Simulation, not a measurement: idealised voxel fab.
Process module in this document: voxel self aligned contacts
This is section cut - it's 185 nm across, gridded in 5 nm square cells.
A cross-section is a grid of square cells, given in bands from the top down. A band is one or more rows of cells. What a band's entry tells you: where the top is and where the bottom is, as heights in nm, and after that what lies inside, material by material from left to right, each with its width in nm. Empty space is written as the word "air", and a single material marked with the word "all across" occupies the band from edge to edge. Heights are reckoned from 0. Under this level, the received wafer is all of one material. The bottommost band is open-ended downward, for example "0 down". Think of "30->40" as a width that walks from the first number to the second as you go down the band, top row to bottom row, taking equal-sized steps from row to row. "all unchanged" for a step: no cell of the cross-section changed in that step. Heads up: "Unvented voids" only lists the empty pockets with no open path to the top that are 8 cells or more, and it writes them as width x height at distance, distance from the left edge, in nm. Post-settings text on a step line: simulator's own remark regarding the step. overlay nm: on a step with a mask, how far right of its planned place the mask lay; negative means left.

### Planned process steps
1: RECEIVE,material Si
2: CONFORMAL_DEP,material SiO2,thk nm 5
3: DIRECTIONAL_DEP,material polySi,thk nm 25
4: DIRECTIONAL_DEP,material SiN,thk nm 25
5: DIRECTIONAL_DEP,material aC,thk nm 15
6: PATTERN,tone cover,mask id GATE,material resist,width nm 35,pitch nm 70,thk nm 30,overlay nm 0
7: DIRECTIONAL_ETCH,etch materials aC,depth nm 15
8: STRIP,etch materials resist
9: DIRECTIONAL_ETCH,etch materials SiN,depth nm 25
10: DIRECTIONAL_ETCH,etch materials polySi,depth nm 25
11: STRIP,etch materials aC
12: CONFORMAL_DEP,material SiN,thk nm 10
13: DIRECTIONAL_ETCH,etch materials SiN,depth nm 10
14: FILL_DEP,material SiO2,thk nm 10
15: CMP,height nm 60
16: PATTERN,tone open,mask id CONTACT,material resist,width nm 55,thk nm 20,overlay nm 0
17: DIRECTIONAL_ETCH,etch materials SiO2,depth nm 60
18: STRIP,etch materials resist
19: CONFORMAL_DEP,material TiN,thk nm 5
20: FILL_DEP,material W,thk nm 5
21: CMP,height nm 60
22: CONFORMAL_DEP,material SiCN,thk nm 5

### So, the first of our two wafers, run just as we planned it

### Cross-section of the wafer at receipt, which is the condition after step 1
> 0 down  Si all across
> Unvented voids: none

### Take a look at the wafer's cross-section after step 2
> 5 to 0  SiO2 all across
> Whatever lies below 0 is exactly as it was before.

### Take a look at the wafer's cross-section after step 3
> 30 to 5  polySi all across
> Whatever lies below 5 is exactly as it was before.

### Take a look at the wafer's cross-section after step 4
> 55 to 30  SiN all across
> Whatever lies below 30 is exactly as it was before.

### Take a look at the wafer's cross-section after step 5
> 70 to 55  aC all across
> Whatever lies below 55 is exactly as it was before.

### Take a look at the wafer's cross-section after step 6
> 100 to 70  air=40, resist=35, air=35, resist=35, air=40
> Whatever lies below 70 is exactly as it was before.

### Take a look at the wafer's cross-section after step 7
> 85 to 70  air=40, resist=35, air=35, resist=35, air=40
> 70 to 55  air=40, aC=35, air=35, aC=35, air=40
> Whatever lies below 55 is exactly as it was before.

### Take a look at the wafer's cross-section after step 8
> 70 to 55  air=40, aC=35, air=35, aC=35, air=40
> Whatever lies below 55 is exactly as it was before.

### Take a look at the wafer's cross-section after step 9
> 70 to 55  air=40, aC=35, air=35, aC=35, air=40
> 55 to 30  air=40, SiN=35, air=35, SiN=35, air=40
> Whatever lies below 30 is exactly as it was before.

### Take a look at the wafer's cross-section after step 10
> 70 to 55  air=40, aC=35, air=35, aC=35, air=40
> 55 to 30  air=40, SiN=35, air=35, SiN=35, air=40
> 30 to 5  air=40, polySi=35, air=35, polySi=35, air=40
> Whatever lies below 5 is exactly as it was before.

### Take a look at the wafer's cross-section after step 11
> 55 to 30  air=40, SiN=35, air=35, SiN=35, air=40
> Whatever lies below 30 is exactly as it was before.

### Take a look at the wafer's cross-section after step 12
> 65 to 30  air=30, SiN=55, air=15, SiN=55, air=30
> 30 to 15  air=30, SiN=10, polySi=35, SiN=10, air=15, SiN=10, polySi=35, SiN=10, air=30
> 15 to 5  SiN=40, polySi=35, SiN=35, polySi=35, SiN=40
> Whatever lies below 5 is exactly as it was before.

### Take a look at the wafer's cross-section after step 13
> 55 to 30  air=30, SiN=55, air=15, SiN=55, air=30
> 30 to 5  air=30, SiN=10, polySi=35, SiN=10, air=15, SiN=10, polySi=35, SiN=10, air=30
> Whatever lies below 5 is exactly as it was before.

### Take a look at the wafer's cross-section after step 14
> 65 to 55  SiO2 all across
> 55 to 30  SiO2=30, SiN=55, SiO2=15, SiN=55, SiO2=30
> 30 to 5  SiO2=30, SiN=10, polySi=35, SiN=10, SiO2=15, SiN=10, polySi=35, SiN=10, SiO2=30
> Whatever lies below 5 is exactly as it was before.

### Take a look at the wafer's cross-section after step 15
> 60 to 55  SiO2 all across
> Whatever lies below 55 is exactly as it was before.

### Take a look at the wafer's cross-section after step 16
> 80 to 60  resist=65, air=55, resist=65
> Whatever lies below 60 is exactly as it was before.

### Take a look at the wafer's cross-section after step 17
> 80 to 60  resist=65, air=55, resist=65
> 60 to 55  SiO2=65, air=55, SiO2=65
> 55 to 30  SiO2=30, SiN=55, air=15, SiN=55, SiO2=30
> 30 to 5  SiO2=30, SiN=10, polySi=35, SiN=10, air=15, SiN=10, polySi=35, SiN=10, SiO2=30
> 5 to 0  SiO2=85, air=15, SiO2=85
> Whatever lies below 0 is exactly as it was before.

### Take a look at the wafer's cross-section after step 18
> 60 to 55  SiO2=65, air=55, SiO2=65
> Whatever lies below 55 is exactly as it was before.

### Take a look at the wafer's cross-section after step 19
> 65 to 60  TiN=70, air=45, TiN=70
> 60 to 55  SiO2=65, TiN=25, air=5, TiN=25, SiO2=65
> 55 to 30  SiO2=30, SiN=55, TiN=5, air=5, TiN=5, SiN=55, SiO2=30
> 30 to 5  SiO2=30, SiN=10, polySi=35, SiN=10, TiN=5, air=5, TiN=5, SiN=10, polySi=35, SiN=10, SiO2=30
> 5 to 0  SiO2=85, TiN=15, SiO2=85
> Whatever lies below 0 is exactly as it was before.

### Take a look at the wafer's cross-section after step 20
> 70 to 65  W all across
> 65 to 60  TiN=70, W=45, TiN=70
> 60 to 55  SiO2=65, TiN=25, W=5, TiN=25, SiO2=65
> 55 to 30  SiO2=30, SiN=55, TiN=5, W=5, TiN=5, SiN=55, SiO2=30
> 30 to 5  SiO2=30, SiN=10, polySi=35, SiN=10, TiN=5, W=5, TiN=5, SiN=10, polySi=35, SiN=10, SiO2=30
> Whatever lies below 5 is exactly as it was before.

### Take a look at the wafer's cross-section after step 21
> 60 to 55  SiO2=65, TiN=25, W=5, TiN=25, SiO2=65
> Whatever lies below 55 is exactly as it was before.

### Take a look at the wafer's cross-section after step 22
> 65 to 60  SiCN all across
> Whatever lies below 60 is exactly as it was before.

### The Second Wafer: Common Origin and Plan, One Mistake in Execution, Identical to the First Through Step 15

### Second wafer: cross-section at the scheduled end of step 16
> 80 to 60  resist=60, air=65, resist=60
> Whatever lies below 60 is exactly as it was before.

### Second wafer: cross-section at the scheduled end of step 17
> 80 to 60  resist=60, air=65, resist=60
> 60 to 55  SiO2=60, air=65, SiO2=60
> 55 to 30  SiO2=30, SiN=55, air=15, SiN=55, SiO2=30
> 30 to 5  SiO2=30, SiN=10, polySi=35, SiN=10, air=15, SiN=10, polySi=35, SiN=10, SiO2=30
> 5 to 0  SiO2=85, air=15, SiO2=85
> Whatever lies below 0 is exactly as it was before.

### Second wafer: cross-section at the scheduled end of step 18
> 60 to 55  SiO2=60, air=65, SiO2=60
> Whatever lies below 55 is exactly as it was before.

### Second wafer: cross-section at the scheduled end of step 19
> 65 to 60  TiN=65, air=55, TiN=65
> 60 to 55  SiO2=60, TiN=30, air=5, TiN=30, SiO2=60
> 55 to 30  SiO2=30, SiN=55, TiN=5, air=5, TiN=5, SiN=55, SiO2=30
> 30 to 5  SiO2=30, SiN=10, polySi=35, SiN=10, TiN=5, air=5, TiN=5, SiN=10, polySi=35, SiN=10, SiO2=30
> 5 to 0  SiO2=85, TiN=15, SiO2=85
> Whatever lies below 0 is exactly as it was before.

### Second wafer: cross-section at the scheduled end of step 20
> 70 to 65  W all across
> 65 to 60  TiN=65, W=55, TiN=65
> 60 to 55  SiO2=60, TiN=30, W=5, TiN=30, SiO2=60
> 55 to 30  SiO2=30, SiN=55, TiN=5, W=5, TiN=5, SiN=55, SiO2=30
> 30 to 5  SiO2=30, SiN=10, polySi=35, SiN=10, TiN=5, W=5, TiN=5, SiN=10, polySi=35, SiN=10, SiO2=30
> Whatever lies below 5 is exactly as it was before.

### Second wafer: cross-section at the scheduled end of step 21
> 60 to 55  SiO2=60, TiN=30, W=5, TiN=30, SiO2=60
> Whatever lies below 55 is exactly as it was before.

### Second wafer: cross-section at the scheduled end of step 22
> 65 to 60  SiCN all across
> Whatever lies below 60 is exactly as it was before.
What was done differently from what was planned? off-plan run, step 16, actual operation and settings PATTERN,tone open,mask id CONTACT,material resist,width nm 65,thk nm 20,overlay nm 0
It is noted that, at the conclusion of processing, the second wafer exhibits a higher or lower cell count for certain materials relative to the first: 2 fewer of SiO2, 2 more of TiN
